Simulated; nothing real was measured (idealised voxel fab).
process module | voxel gate over fins
cross-section cut | 290 nm wide | cells 5 nm
A cross-section is a grid of square cells, given in bands from the top down. A band is one or more rows of cells.
Each band's line starts with the height of the band's top and of its bottom, in nm. Then come its materials from left to right, each with its width in nm. One material with "throughout" fills the band from edge to edge. "air" is empty space.
Height 0 is the level under which the wafer as received is all one material. The lowest band goes on downwards, as in "0 down".
A width such as "30 to 40" changes by the same amount from each row of cells to the next, from the band's top row to its bottom row.
"no change" after a step means that no cell of the cross-section changed.
closed voids: empty space of 8 cells or more with no open way to the top, each as width x height at its distance from the left edge, in nm
after a step's settings: what the simulator itself notes on the step
overlay nm, on a step with a mask: how far to the right of its planned place the mask lay; to the left if negative
plan
1 op RECEIVE | material Si
2 op CONFORMAL_DEP | material SiN | thk nm 10
3 op PATTERN | tone cover | mask id FINS | material resist | width nm 15 | pitch nm 35 | thk nm 20 | overlay nm 0
4 op DIRECTIONAL_ETCH | etch materials SiN | depth nm 10
5 op DIRECTIONAL_ETCH | etch materials Si | depth nm 35
6 op STRIP | etch materials resist
7 op OXIDIZE | depth nm 5
8 op FILL_DEP | material SiO2 | thk nm 10
9 op CMP | height nm 10
10 op SELECTIVE_ETCH | etch materials SiO2 | depth nm 25
11 op STRIP | etch materials SiN
12 op CONFORMAL_DEP | material HfO2 | thk nm 5
13 op CONFORMAL_DEP | material TiN | thk nm 5
14 op FILL_DEP | material W | thk nm 10
15 op CMP | height nm 15
16 op CONFORMAL_DEP | material SiCN | thk nm 10
as received, after step 1
  0 down: Si throughout
  closed voids: none
first wafer at the end, as planned
  25 to 15: SiCN throughout
  15 to 10: W throughout
  10 to 5: W 115 | TiN 25 | W 10 | TiN 25 | W 115
  5 to 0: W 115 | TiN 5 | HfO2 15 | TiN 5 | W 10 | TiN 5 | HfO2 15 | TiN 5 | W 115
  0 to -5: W 115 | TiN 5 | HfO2 5 | Si 5 | HfO2 5 | TiN 5 | W 10 | TiN 5 | HfO2 5 | Si 5 | HfO2 5 | TiN 5 | W 115
  -5 to -10: TiN 120 | HfO2 5 | Si 5 | HfO2 5 | TiN 20 | HfO2 5 | Si 5 | HfO2 5 | TiN 120
  -10 to -15: HfO2 125 | Si 5 | HfO2 30 | Si 5 | HfO2 125
  -15 to -40: SiO2 125 | Si 5 | SiO2 30 | Si 5 | SiO2 125
  -40 down: Si throughout
  closed voids: none
second wafer at the end: like start, like plan, one mistake
  25 to 15: SiCN throughout
  15 to 10: W throughout
  10 to 5: W 120 | TiN 25 | W 10 | TiN 25 | W 110
  5 to 0: W 120 | TiN 5 | HfO2 15 | TiN 5 | W 10 | TiN 5 | HfO2 15 | TiN 5 | W 110
  0 to -5: W 120 | TiN 5 | HfO2 5 | Si 5 | HfO2 5 | TiN 5 | W 10 | TiN 5 | HfO2 5 | Si 5 | HfO2 5 | TiN 5 | W 110
  -5 to -10: TiN 125 | HfO2 5 | Si 5 | HfO2 5 | TiN 20 | HfO2 5 | Si 5 | HfO2 5 | TiN 115
  -10 to -15: HfO2 130 | Si 5 | HfO2 30 | Si 5 | HfO2 120
  -15 to -40: SiO2 130 | Si 5 | SiO2 30 | Si 5 | SiO2 120
  -40 down: Si throughout
  closed voids: none
what went wrong: step 3 ran as: op PATTERN | tone cover | mask id FINS | material resist | width nm 15 | pitch nm 35 | thk nm 20 | overlay nm 5
at the end the second wafer has, in cells: as many of each material as the first, in other places
